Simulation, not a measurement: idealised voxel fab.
Process module in this document: voxel ribs on slabs
Cross-section cut spans 145 nm and uses square cells 5 nm in size.
We lay out every cross-section as a grid of square cells and spell it out in bands from the top down, where one band means one or more rows of cells. Top height, bottom height, nm. Materials left to right, width each, nm. Single material + "edge to edge" = fills band edge to edge. "empty" = empty. Below 0: as-received wafer, all one material; heights counted from there. Lowest band: no bottom, goes on down, written "0 down". Think of "30 to 40" as a width that walks from the first number to the second as you go down the band, top row to bottom row, taking equal-sized steps from row to row. You'll sometimes find "nothing different" written for a step, and that's the way of saying that nowhere in the cross-section did a cell change during that step. Voids not open to the top, 8 cells minimum: see "Entrapped void list". Written width x height at distance; distance is from the left edge; nm. Note: text after step settings on the step line = simulator remark on that step. Each step line may optionally specify "overlay nm", which for a step with a mask gives the rightward distance between the mask's planned place and where it lay, a negative value indicating the leftward direction.
# Set out below are the planned steps of the process
| 1 | RECEIVE with material Si |
| 2 | DIRECTIONAL_DEP with material SiO2, thk nm 20 |
| 3 | DIRECTIONAL_DEP with material polySi, thk nm 20 |
| 4 | DIRECTIONAL_DEP with material aC, thk nm 15 |
| 5 | PATTERN with tone cover, mask id RIB, material resist, width nm 15, thk nm 35, overlay nm 0 |
| 6 | DIRECTIONAL_ETCH with etch materials aC, depth nm 15 |
| 7 | STRIP with etch materials resist |
| 8 | DIRECTIONAL_ETCH with etch materials polySi, depth nm 15 |
| 9 | STRIP with etch materials aC |
| 10 | PATTERN with tone cover, mask id SLAB, material resist, width nm 65, thk nm 20, overlay nm 0 |
| 11 | DIRECTIONAL_ETCH with etch materials polySi, depth nm 5 |
| 12 | STRIP with etch materials resist |
| 13 | FILL_DEP with material SiO2, thk nm 20 |
| 14 | CMP with height nm 50 |
| 15 | DIRECTIONAL_DEP with material W, thk nm 5 |
| 16 | MASKED_ETCH with tone cover, mask id HEATER, width nm 25, etch materials W, depth nm 5, overlay nm 0 |
| 17 | CONFORMAL_DEP with material SiN, thk nm 5 |
# The cross-section here shows the wafer as received, i.e. in its state after step 1
> 0 down = Si edge to edge
> Entrapped void list: none
# End state of the module in cross-section, given the above starting point and plan and one mistake in execution
> 60 to 55 = empty (55) | SiN (35) | empty (55)
> 55 to 50 = SiN (60) | W (25) | SiN (60)
> 50 to 40 = SiO2 (65 to 40) | polySi (15 to 65) | SiO2 (65 to 40)
> 40 to 20 = polySi edge to edge
> 20 to 0 = SiO2 edge to edge
> 0 down = Si edge to edge
> Entrapped void list: none
What was the processing mistake? plan step 3 was twice executed
